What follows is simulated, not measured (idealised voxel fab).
This is a process module. Its name is voxel plated lines.
Square cell edge 5 nm, section width 225 nm, ID cut.
If you're reading a cross-section in this doc, picture square cells in a grid; it comes to you as bands, top ones listed first down to the bottom, and a band can be one or more rows of cells. Heads up on the band format: heights come first, top then bottom, in nm. After that it's the materials left to right, each with its width in nm. A single material flagged "throughout" fills the whole band edge to edge, and "empty" means there's empty space there. Heights from 0 (as-received wafer is one material below). Bottom band endless downward, as "top 0, no bottom". Width "30->40": first value at the band's top row of cells, second value at its bottom row, equal change from row to row. It should be understood that the words "nothing changed", when stated for a given step, signify that the cross-section underwent no change in any of its cells during that step. "Enclosed internal cavities" lists enclosed empty spaces (at least 8 cells, no open path upward to the top), each as width x height at distance from the left edge, in nm. Past the settings on a step's line: simulator remark, on that step. If you see "overlay nm" on a step's line and that step has a mask, it's telling you how far right of where it was planned the mask ended up; a negative number means it went left instead.

**The planned process steps are enumerated hereunder**
- 1: RECEIVE, material Si
- 2: CONFORMAL_DEP, material SiN, thk nm 10
- 3: DIRECTIONAL_DEP, material TiN, thk nm 5
- 4: PATTERN, tone open, mask id LINES, material resist, width nm 30, pitch nm 45, thk nm 40, overlay nm 0
- 5: EPI, material Ru, thk nm 5
- 6: EPI, material Ru, thk nm 10
- 7: EPI, material Ru, thk nm 5
- 8: STRIP, etch materials resist
- 9: DIRECTIONAL_ETCH, etch materials TiN, depth nm 5
- 10: CONFORMAL_DEP, material SiO2, thk nm 10

**As received (post step 1): cross-section**
* top 0, no bottom | Si throughout
* Enclosed internal cavities: none

**Below is the wafer in cross-section after the module was completed. It began from the starting point shown above and followed the plan shown above, except that one mistake was made while running it**
* top 55, bottom 45 | empty 65; SiO2 95; empty 65
* top 45, bottom 20 | empty 65; SiO2 10; Ru 30; SiO2 15; Ru 30; SiO2 10; empty 65
* top 20, bottom 15 | SiO2 75; Ru 30; SiO2 15; Ru 30; SiO2 75
* top 15, bottom 10 | SiO2 75; TiN 30; SiO2 15; TiN 30; SiO2 75
* top 10, bottom 0 | SiN throughout
* top 0, no bottom | Si throughout
* Enclosed internal cavities: none
Finding, execution versus plan: step 6 of the plan was carried out twice
